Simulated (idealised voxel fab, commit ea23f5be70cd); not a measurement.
Proc. module: voxel gate over fins
275 nm wide, 5 nm square cells: that's cross-section cut.
When this document writes out a cross-section, it uses a grid of square cells and lists it as bands, beginning at the top and moving down, with a band standing for one or more rows of cells.
Per band: top height and bottom height in nm, followed by the left-to-right materials and their widths in nm; "edge to edge" marks a single material spanning edge to edge, "blank" marks empty space.
Note: height 0 marks the level under which the wafer is uniformly one material as received. Lowest band unbounded below, written "from 0 down".
The notation "30->40" denotes a width that varies across the rows of cells in the band, beginning at the first number in the top row, finishing at the second number in the bottom row, and changing by an identical amount from each row to the next.
Given "no modification" for a step, no cell of the cross-section differs between before and after that step.
"Voids, enclosed" contains a list of empty spaces, each no smaller than 8 cells and without an open way to the top, written in the form width x height at distance with the distance from the left edge and all three in nm.
What comes after the settings on a step's line is commentary from the simulator itself on that step.
Among the settings permitted on a step's line is "overlay nm"; applied to a step with a mask, it specifies the extent to which the mask lay to the right of its planned position, whereas a negative figure signifies a position to the left.

The planned process steps are enumerated hereunder:
1: RECEIVE [material Si]
2: CONFORMAL_DEP [material SiN] [thk nm 10]
3: PATTERN [tone cover] [mask id FINS] [material resist] [width nm 15] [pitch nm 60] [thk nm 15] [overlay nm 0]
4: DIRECTIONAL_ETCH [etch materials SiN] [depth nm 10]
5: DIRECTIONAL_ETCH [etch materials Si] [depth nm 30]
6: STRIP [etch materials resist]
7: OXIDIZE [depth nm 5]
8: FILL_DEP [material SiO2] [thk nm 5]
9: CMP [height nm 10]
10: MASKED_ETCH [tone open] [mask id RAIL] [width nm 15] [etch materials SiO2] [depth nm 35] [overlay nm 0]
11: CONFORMAL_DEP [material TiN] [thk nm 5]
12: FILL_DEP [material W] [thk nm 5]
13: CMP [height nm 10]
14: SELECTIVE_ETCH [etch materials W Ru TiN] [depth nm 30]
15: FILL_DEP [material SiO2] [thk nm 5]
16: CMP [height nm 10]
17: SELECTIVE_ETCH [etch materials SiO2] [depth nm 25]
18: STRIP [etch materials SiN]
19: CONFORMAL_DEP [material HfO2] [thk nm 5]
20: CONFORMAL_DEP [material TiN] [thk nm 5]
21: CONFORMAL_DEP [material TiAl] [thk nm 5]
22: CONFORMAL_DEP [material TiN] [thk nm 5]
23: FILL_DEP [material W] [thk nm 15]
24: CMP [height nm 30]
25: CONFORMAL_DEP [material SiCN] [thk nm 5]

Step 1 complete: cross-section of the wafer as received:
from 0 down | Si edge to edge
Voids, enclosed: none

Starting wafer: above. Plan: above. Run: one mistake. Cross-section after the module: below:
from 35 to 30 | SiCN edge to edge
from 30 to 20 | W edge to edge
from 20 to 15 | W: 55 / TiN: 45 / W: 15 / TiN: 45 / W: 15 / TiN: 45 / W: 55
from 15 to 10 | W: 55 / TiN: 5 / TiAl: 35 / TiN: 5 / W: 15 / TiN: 5 / TiAl: 35 / TiN: 5 / W: 15 / TiN: 5 / TiAl: 35 / TiN: 5 / W: 55
from 10 to 5 | W: 55 / TiN: 5 / TiAl: 5 / TiN: 25 / TiAl: 5 / TiN: 5 / W: 15 / TiN: 5 / TiAl: 5 / TiN: 25 / TiAl: 5 / TiN: 5 / W: 15 / TiN: 5 / TiAl: 5 / TiN: 25 / TiAl: 5 / TiN: 5 / W: 55
from 5 to 0 | TiN: 60 / TiAl: 5 / TiN: 5 / HfO2: 15 / TiN: 5 / TiAl: 5 / TiN: 25 / TiAl: 5 / TiN: 5 / HfO2: 15 / TiN: 5 / TiAl: 5 / TiN: 25 / TiAl: 5 / TiN: 5 / HfO2: 15 / TiN: 5 / TiAl: 5 / TiN: 60
from 0 to -5 | TiAl: 65 / TiN: 5 / HfO2: 5 / Si: 5 / HfO2: 5 / TiN: 5 / TiAl: 35 / TiN: 5 / HfO2: 5 / Si: 5 / HfO2: 5 / TiN: 5 / TiAl: 35 / TiN: 5 / HfO2: 5 / Si: 5 / HfO2: 5 / TiN: 5 / TiAl: 65
from -5 to -10 | TiN: 70 / HfO2: 5 / Si: 5 / HfO2: 5 / TiN: 45 / HfO2: 5 / Si: 5 / HfO2: 5 / TiN: 45 / HfO2: 5 / Si: 5 / HfO2: 5 / TiN: 70
from -10 to -15 | HfO2: 75 / Si: 5 / HfO2: 55 / Si: 5 / HfO2: 55 / Si: 5 / HfO2: 75
from -15 to -20 | SiO2: 75 / Si: 5 / SiO2: 55 / Si: 5 / SiO2: 55 / Si: 5 / SiO2: 75
from -20 to -25 | SiO2: 75 / Si: 5 / SiO2: 20 / TiN: 15 / SiO2: 20 / Si: 5 / SiO2: 55 / Si: 5 / SiO2: 75
from -25 to -45 | SiO2: 75 / Si: 5 / SiO2: 55 / Si: 5 / SiO2: 55 / Si: 5 / SiO2: 75
from -45 down | Si edge to edge
Voids, enclosed: none
Where did the run depart from the plan? step 5, actual vs plan mismatch, actual run DIRECTIONAL_ETCH [etch materials Si] [depth nm 40]
